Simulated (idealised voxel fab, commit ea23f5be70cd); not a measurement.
Proc. module: voxel local oxidation
The cross-section on display is named cut; it measures 250 nm wide, and its cells are 5 nm squares.
Cross-section format: a grid of square cells, given as bands from top to bottom; each band is one or more rows of cells.
A band entry consists of two parts. The first gives the height of the band's top and the height of its bottom, in nm. The rest lists the band's materials from left to right, each with its width in nm. A single material labelled with the word "full width" fills the band from edge to edge, and the word "empty" marks empty space.
Beneath 0, the wafer as received is one material, and that level is where height counting begins. The lowest band goes on downward without a bottom; it is written like "z 0 and below".
So if you see something like "30 to 40" for the width, read it as the top row of the band sitting at the first number and the bottom row at the second, with every row in between moving by the same amount as the last.
Step marked "identical to before"? Then no cell in the cross-section changed in it.
Enclosed voids (no open way to top), threshold 8 cells or more, entry "Encapsulated voids", notation width x height at distance, distance from left edge, nm.
On each step's line, the part that comes after the settings is the simulator's own comment on the step.
Steps that use a mask can have "overlay nm" on their line. It says how far the mask sat to the right of where it was meant to be. Negative means to the left.
So here's the lineup of process steps we planned:
1. RECEIVE,material Si
2. CONFORMAL_DEP,material SiO2,thk nm 5
3. CONFORMAL_DEP,material SiN,thk nm 15
4. DIRECTIONAL_DEP,material aC,thk nm 15
5. PATTERN,tone cover,mask id ACTIVE,material resist,width nm 125,thk nm 35,overlay nm 0
6. DIRECTIONAL_ETCH,etch materials aC,depth nm 15
7. STRIP,etch materials resist
8. DIRECTIONAL_ETCH,etch materials SiN,depth nm 15
9. STRIP,etch materials aC
10. SELECTIVE_ETCH,etch materials SiO2,depth nm 5
11. OXIDIZE,depth nm 15
12. STRIP,etch materials SiN
Below: the first of two wafers, run as planned:
This is the cross-section of the wafer as we received it, i.e. after step 1:
    z 0 and below = Si full width
    Encapsulated voids: none
Upon completion of step 2, the wafer appears in cross-section as shown:
    z 5 to 0 = SiO2 full width
    Below a height of 0, the structure has not been altered.
Upon completion of step 3, the wafer appears in cross-section as shown:
    z 20 to 5 = SiN full width
    Below a height of 5, the structure has not been altered.
Upon completion of step 4, the wafer appears in cross-section as shown:
    z 35 to 20 = aC full width
    Below a height of 20, the structure has not been altered.
Upon completion of step 5, the wafer appears in cross-section as shown:
    z 70 to 35 = 60 empty; 125 resist; 65 empty
    Below a height of 35, the structure has not been altered.
Upon completion of step 6, the wafer appears in cross-section as shown:
    z 55 to 35 = 60 empty; 125 resist; 65 empty
    z 35 to 20 = 60 empty; 125 aC; 65 empty
    Below a height of 20, the structure has not been altered.
Upon completion of step 7, the wafer appears in cross-section as shown:
    z 35 to 20 = 60 empty; 125 aC; 65 empty
    Below a height of 20, the structure has not been altered.
Upon completion of step 8, the wafer appears in cross-section as shown:
    z 35 to 20 = 60 empty; 125 aC; 65 empty
    z 20 to 5 = 60 empty; 125 SiN; 65 empty
    Below a height of 5, the structure has not been altered.
Upon completion of step 9, the wafer appears in cross-section as shown:
    z 20 to 5 = 60 empty; 125 SiN; 65 empty
    Below a height of 5, the structure has not been altered.
Upon completion of step 10, the wafer appears in cross-section as shown:
    z 20 to 5 = 60 empty; 125 SiN; 65 empty
    z 5 to 0 = 65 empty; 115 SiO2; 70 empty
    Below a height of 0, the structure has not been altered.
Upon completion of step 11, the wafer appears in cross-section as shown:
    z 20 to 5 = 60 empty; 125 SiN; 65 empty
    z 5 to 0 = 65 empty; 115 SiO2; 70 empty
    z 0 to -15 = 80 SiO2; 85 Si; 85 SiO2
    Below a height of -15, the structure has not been altered.
Upon completion of step 12, the wafer appears in cross-section as shown:
    z 5 to 0 = 65 empty; 115 SiO2; 70 empty
    Below a height of 0, the structure has not been altered.
Second wafer, same starting state and plan as the first, one mistake in the run, identical through step 6:
Second wafer, section view, time point: scheduled end of step 7:
    z 55 to 35 = 60 empty; 125 resist; 65 empty
    z 35 to 20 = 60 empty; 125 aC; 65 empty
    z 20 to 5 = 60 empty; 125 SiN; 65 empty
    Below a height of 5, the structure has not been altered.
Second wafer, section view, time point: scheduled end of step 8:
    z 35 to 20 = 60 empty; 125 aC; 65 empty
    Below a height of 20, the structure has not been altered.
Second wafer, section view, time point: scheduled end of step 9:
    z 20 to 5 = 60 empty; 125 SiN; 65 empty
    Below a height of 5, the structure has not been altered.
Second wafer, section view, time point: scheduled end of step 10:
    z 20 to 5 = 60 empty; 125 SiN; 65 empty
    z 5 to 0 = 65 empty; 115 SiO2; 70 empty
    Below a height of 0, the structure has not been altered.
Second wafer, section view, time point: scheduled end of step 11:
    z 20 to 5 = 60 empty; 125 SiN; 65 empty
    z 5 to 0 = 65 empty; 115 SiO2; 70 empty
    z 0 to -15 = 80 SiO2; 85 Si; 85 SiO2
    Below a height of -15, the structure has not been altered.
Second wafer, section view, time point: scheduled end of step 12:
    z 5 to 0 = 65 empty; 115 SiO2; 70 empty
    Below a height of 0, the structure has not been altered.
Misprocessing identified: a sequencing error occurred in which plan steps 7 and 8 were transposed
Final cross-sections of the two wafers are identical, so the mistake has no effect on what this model computes.
